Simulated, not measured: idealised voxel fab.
process module | voxel capacitor over wiring
cross-section cut | 265 nm wide | cells 5 nm
A cross-section is a grid of square cells, given in bands from the top down. A band is one or more rows of cells.
Each band's line starts with the height of the band's top and of its bottom, in nm. Then come its materials from left to right, each with its width in nm. One material with "throughout" fills the band from edge to edge. "air" is empty space.
Height 0 is the level under which the wafer as received is all one material. The lowest band goes on downwards, as in "0 down".
A width such as "30 to 40" changes by the same amount from each row of cells to the next, from the band's top row to its bottom row.
"no change" after a step means that no cell of the cross-section changed.
closed voids: empty space of 8 cells or more with no open way to the top, each as width x height at its distance from the left edge, in nm
after a step's settings: what the simulator itself notes on the step
overlay nm, on a step with a mask: how far to the right of its planned place the mask lay; to the left if negative
plan
1 op RECEIVE | material Si
2 op CONFORMAL_DEP | material SiO2 | thk nm 15
3 op DIRECTIONAL_DEP | material TiN | thk nm 5
4 op DIRECTIONAL_DEP | material W | thk nm 15
5 op DIRECTIONAL_DEP | material aC | thk nm 10
6 op PATTERN | tone cover | mask id METAL_1 | material resist | width nm 25 | pitch nm 90 | thk nm 25 | overlay nm 0
7 op DIRECTIONAL_ETCH | etch materials aC | depth nm 10
8 op STRIP | etch materials resist
9 op DIRECTIONAL_ETCH | etch materials W | depth nm 15
10 op DIRECTIONAL_ETCH | etch materials TiN | depth nm 5
11 op STRIP | etch materials aC
12 op CONFORMAL_DEP | material SiN | thk nm 5
13 op FILL_DEP | material SiO2 | thk nm 5
14 op CMP | height nm 35
15 op CONFORMAL_DEP | material SiCN | thk nm 5
16 op DIRECTIONAL_DEP | material lowk | thk nm 10
17 op MASKED_ETCH | tone open | mask id PLUG_1 | width nm 15 | etch materials lowk | depth nm 10 | overlay nm 0
18 op MASKED_ETCH | tone open | mask id PLUG_1 | width nm 15 | etch materials SiCN | depth nm 5 | overlay nm 0
19 op CONFORMAL_DEP | material TiN | thk nm 5
20 op FILL_DEP | material Cu | thk nm 5
21 op CMP | height nm 50
22 op DIRECTIONAL_DEP | material TiN | thk nm 10
23 op DIRECTIONAL_DEP | material SiN | thk nm 5
24 op DIRECTIONAL_DEP | material TiN | thk nm 10
25 op MASKED_ETCH | tone cover | mask id UPPER_PLATE | width nm 70 | etch materials TiN | depth nm 10 | overlay nm 0
26 op MASKED_ETCH | tone cover | mask id UPPER_PLATE | width nm 70 | etch materials SiN | depth nm 5 | overlay nm 0
27 op DIRECTIONAL_DEP | material aC | thk nm 10
28 op PATTERN | tone cover | mask id LOWER_PLATE | material resist | width nm 80 | thk nm 30 | overlay nm 0
29 op DIRECTIONAL_ETCH | etch materials aC | depth nm 10
30 op STRIP | etch materials resist
31 op DIRECTIONAL_ETCH | etch materials TiN | depth nm 10
32 op STRIP | etch materials aC
33 op FILL_DEP | material SiO2 | thk nm 15
34 op CMP | height nm 85
35 op PATTERN | tone open | mask id PLUG_2 | material resist | width nm 15 | thk nm 15 | overlay nm 0
36 op DIRECTIONAL_ETCH | etch materials SiO2 | depth nm 10
37 op STRIP | etch materials resist
38 op CONFORMAL_DEP | material TiN | thk nm 5
39 op FILL_DEP | material W | thk nm 5
40 op CMP | height nm 85
41 op CONFORMAL_DEP | material SiCN | thk nm 5
as received, after step 1
  0 down: Si throughout
  closed voids: none
a wafer at the end: this start, this plan, one mistake
  90 to 85: SiCN throughout
  85 to 80: SiO2 95 | TiN 5 | W 5 | TiN 5 | SiO2 155
  80 to 75: SiO2 95 | TiN 15 | SiO2 155
  75 to 65: SiO2 85 | TiN 70 | SiO2 110
  65 to 60: SiCN throughout
  60 to 50: TiN throughout
  50 to 40: lowk 85 | TiN 5 | Cu 5 | TiN 5 | lowk 165
  40 to 35: SiCN 85 | TiN 15 | SiCN 165
  35 to 20: SiO2 70 | SiN 5 | W 25 | SiN 5 | SiO2 55 | SiN 5 | W 25 | SiN 5 | SiO2 70
  20 to 15: SiN 75 | TiN 25 | SiN 65 | TiN 25 | SiN 75
  15 to 0: SiO2 throughout
  0 down: Si throughout
  closed voids: none
what went wrong: step 23 ran as: op DIRECTIONAL_DEP | material SiCN | thk nm 5
